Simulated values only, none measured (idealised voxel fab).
You're looking at the process module voxel tone inversion.
cross-section cut | 265 nm wide | cells 5 nm
Cross-sections here: square-cell grids, written as top-down lists of bands, a band being one or more rows of cells.
Read a band's entry like this: the first values are the height of its top and the height of its bottom in nm, and what follows is the sequence of materials from left to right, each with its width in nm. Note that "empty" is empty space, and that a single material marked "edge to edge" reaches across the band from edge to edge.
Heights are expressed relative to 0, this being the level below which the as-received wafer comprises one material exclusively. The lowest band is unbounded in the downward direction and is denoted as in "0 and below".
Width: "30->40" (first number = top row, second number = bottom row, same change from row to row of cells).
You'll sometimes find "no change" written for a step, and that's the way of saying that nowhere in the cross-section did a cell change during that step.
The entry "closed voids" lists the empty spaces that cover at least 8 cells and have no open path to the top. Each is written as width x height at distance, where the distance is measured from the left edge and all three values are in nm.
What comes after the settings on a step's line is commentary from the simulator itself on that step.
The line of a step may include "overlay nm". On a step with a mask, this value is how far to the right of its planned place the mask lay. A negative value means the mask lay to the left.
# The planned process steps are enumerated hereunder
step 1: RECEIVE, material Si
step 2: CONFORMAL_DEP, material SiN, thk nm 10
step 3: DIRECTIONAL_DEP, material polySi, thk nm 20
step 4: PATTERN, tone cover, mask id POSTS, material resist, width nm 15, pitch nm 40, thk nm 30, overlay nm 0
step 5: DIRECTIONAL_ETCH, etch materials polySi, depth nm 20
step 6: STRIP, etch materials resist
step 7: FILL_DEP, material lowk, thk nm 10
step 8: CMP, height nm 30
step 9: STRIP, etch materials polySi
# The cross-section here shows the wafer as received, i.e. in its state after step 1
  0 and below: Si edge to edge
  closed voids: none
# One mistake in running the module, otherwise start and plan as above: cross-section at the end
  30 down to 10: lowk (55)  empty (15)  lowk (25)  empty (15)  lowk (25)  empty (15)  lowk (25)  empty (15)  lowk (75)
  10 down to 0: SiN edge to edge
  0 and below: Si edge to edge
  closed voids: none
Heads up, the wafer didn't run the way we planned it: heads up, step 4 didn't go per plan, it actually ran as PATTERN, tone cover, mask id POSTS, material resist, width nm 15, pitch nm 40, thk nm 30, overlay nm -10
